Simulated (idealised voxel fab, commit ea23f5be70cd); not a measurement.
process module | voxel capacitor over wiring
For reference, the cross-section in this document is cut, with width 240 nm and square cells of 5 nm.
Notation: cross-section as square-cell grid; stated in bands, top first, going down; one or more cell rows per band.
The band entry comprises the height of the band's top followed by the height of its bottom, expressed in nm, and subsequently the band's materials from left to right, each stated together with its width in nm. Where a single material is marked with the word "everywhere", that material fills the band from edge to edge. The word "air" represents empty space.
Beneath 0, the wafer as received is one material, and that level is where height counting begins. The lowest band goes on downward without a bottom; it is written like "top 0, no bottom".
Graded width ("30..40"): value in top row of band = first number; value in bottom row = second number; row-to-row change constant.
"nothing different" (step): cross-section cells unchanged, all of them.
Closed-off voids of 8+ cells (no open route to the top) go in "Closed void inventory", written width x height at distance from the left edge, in nm.
Anything after a step's settings on that line? It's the simulator's own note about the step.
Among the settings permitted on a step's line is "overlay nm"; applied to a step with a mask, it specifies the extent to which the mask lay to the right of its planned position, whereas a negative figure signifies a position to the left.
The steps planned for the process are as follows:
1: RECEIVE,material Si
2: CONFORMAL_DEP,material SiO2,thk nm 10
3: CONFORMAL_DEP,material SiN,thk nm 5
4: DIRECTIONAL_DEP,material lowk,thk nm 25
5: MASKED_ETCH,tone open,mask id METAL_1,width nm 20,pitch nm 80,etch materials lowk,depth nm 25,overlay nm 0
6: MASKED_ETCH,tone open,mask id METAL_1,width nm 20,pitch nm 80,etch materials SiN,depth nm 5,overlay nm 0
7: CONFORMAL_DEP,material TiN,thk nm 5
8: FILL_DEP,material Cu,thk nm 5
9: CMP,height nm 40
10: EPI,material Ru,thk nm 5
11: FILL_DEP,material SiCN,thk nm 5
12: DIRECTIONAL_DEP,material SiO2,thk nm 10
13: PATTERN,tone open,mask id PLUG_1,material resist,width nm 15,thk nm 15,overlay nm 0
14: DIRECTIONAL_ETCH,etch materials SiO2,depth nm 10
15: DIRECTIONAL_ETCH,etch materials SiCN,depth nm 5
16: STRIP,etch materials resist
17: CONFORMAL_DEP,material TiN,thk nm 5
18: FILL_DEP,material Ru,thk nm 5
19: CMP,height nm 60
20: DIRECTIONAL_DEP,material TiN,thk nm 5
21: DIRECTIONAL_DEP,material HfO2,thk nm 5
22: DIRECTIONAL_DEP,material TiN,thk nm 10
23: MASKED_ETCH,tone cover,mask id UPPER_PLATE,width nm 65,etch materials TiN,depth nm 10,overlay nm 0
24: MASKED_ETCH,tone cover,mask id UPPER_PLATE,width nm 65,etch materials HfO2,depth nm 5,overlay nm 0
25: MASKED_ETCH,tone cover,mask id LOWER_PLATE,width nm 75,etch materials TiN,depth nm 5,overlay nm 0
26: FILL_DEP,material SiO2,thk nm 20
27: CMP,height nm 95
28: PATTERN,tone open,mask id PLUG_2,material resist,width nm 15,thk nm 20,overlay nm 0
29: DIRECTIONAL_ETCH,etch materials SiO2,depth nm 15
30: STRIP,etch materials resist
31: CONFORMAL_DEP,material TiN,thk nm 5
32: FILL_DEP,material Cu,thk nm 5
33: CMP,height nm 95
34: CONFORMAL_DEP,material SiCN,thk nm 5
This is the cross-section of the wafer as we received it, i.e. after step 1:
    top 0, no bottom  Si everywhere
    Closed void inventory: none
Same starting wafer, same plan as above, one mistake in the execution; this is the cross-section at the end of the module:
    top 100, bottom 95  SiCN everywhere
    top 95, bottom 85  85 nm SiO2; 5 nm TiN; 5 nm Cu; 5 nm TiN; 140 nm SiO2
    top 85, bottom 80  85 nm SiO2; 15 nm TiN; 140 nm SiO2
    top 80, bottom 75  70 nm SiO2; 5 nm TiN; 65 nm SiO2; 5 nm TiN; 95 nm SiO2
    top 75, bottom 70  75 nm TiN; 65 nm SiO2; 100 nm TiN
    top 70, bottom 65  HfO2 everywhere
    top 65, bottom 60  TiN everywhere
    top 60, bottom 50  75 nm SiO2; 5 nm TiN; 5 nm Ru; 5 nm TiN; 150 nm SiO2
    top 50, bottom 45  75 nm SiCN; 15 nm TiN; 150 nm SiCN
    top 45, bottom 40  65 nm SiCN; 30 nm Ru; 50 nm SiCN; 30 nm Ru; 65 nm SiCN
    top 40, bottom 15  70 nm lowk; 5 nm TiN; 10 nm Cu; 5 nm TiN; 60 nm lowk; 5 nm TiN; 10 nm Cu; 5 nm TiN; 70 nm lowk
    top 15, bottom 10  70 nm SiN; 20 nm TiN; 60 nm SiN; 20 nm TiN; 70 nm SiN
    top 10, bottom 0  SiO2 everywhere
    top 0, no bottom  Si everywhere
    Closed void inventory: none
What was done differently from what was planned? step 23 ran as: MASKED_ETCH,tone open,mask id UPPER_PLATE,width nm 65,etch materials TiN,depth nm 10,overlay nm 0
